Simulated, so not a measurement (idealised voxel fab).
process module | voxel double patterning
cross-section cut | 160 nm wide | cells 5 nm
A cross-section is a grid of square cells, given in bands from the top down. A band is one or more rows of cells.
Each band's line starts with the height of the band's top and of its bottom, in nm. Then come its materials from left to right, each with its width in nm. One material with "throughout" fills the band from edge to edge. "air" is empty space.
Height 0 is the level under which the wafer as received is all one material. The lowest band goes on downwards, as in "0 down".
A width such as "30 to 40" changes by the same amount from each row of cells to the next, from the band's top row to its bottom row.
"no change" after a step means that no cell of the cross-section changed.
closed voids: empty space of 8 cells or more with no open way to the top, each as width x height at its distance from the left edge, in nm
after a step's settings: what the simulator itself notes on the step
overlay nm, on a step with a mask: how far to the right of its planned place the mask lay; to the left if negative
plan
1 op RECEIVE | material Si
2 op CONFORMAL_DEP | material SiO2 | thk nm 10
3 op DIRECTIONAL_DEP | material polySi | thk nm 15
4 op DIRECTIONAL_DEP | material SiCN | thk nm 10
5 op MASKED_ETCH | tone open | mask id FIRST | width nm 15 | pitch nm 50 | etch materials SiCN | depth nm 10 | overlay nm 0
6 op DIRECTIONAL_DEP | material aC | thk nm 10
7 op PATTERN | tone open | mask id SECOND | material resist | width nm 15 | pitch nm 50 | thk nm 25 | overlay nm 0
8 op DIRECTIONAL_ETCH | etch materials aC | depth nm 10
9 op STRIP | etch materials resist
10 op DIRECTIONAL_ETCH | etch materials SiCN | depth nm 10
11 op STRIP | etch materials aC
12 op DIRECTIONAL_ETCH | etch materials polySi | depth nm 15
13 op STRIP | etch materials SiCN
as received, after step 1
  0 down: Si throughout
  closed voids: none
first wafer at the end, as planned
  25 to 10: polySi 20 | air 15 | polySi 10 | air 15 | polySi 10 | air 15 | polySi 10 | air 15 | polySi 10 | air 15 | polySi 25
  10 to 0: SiO2 throughout
  0 down: Si throughout
  closed voids: none
second wafer at the end: like start, like plan, one mistake
  25 to 10: polySi 15 | air 15 | polySi 15 | air 15 | polySi 5 | air 15 | polySi 15 | air 15 | polySi 5 | air 15 | polySi 30
  10 to 0: SiO2 throughout
  0 down: Si throughout
  closed voids: none
what went wrong: step 5 ran as: op MASKED_ETCH | tone open | mask id FIRST | width nm 15 | pitch nm 50 | etch materials SiCN | depth nm 10 | overlay nm -5
at the end the second wafer has, in cells: as many of each material as the first, in other places
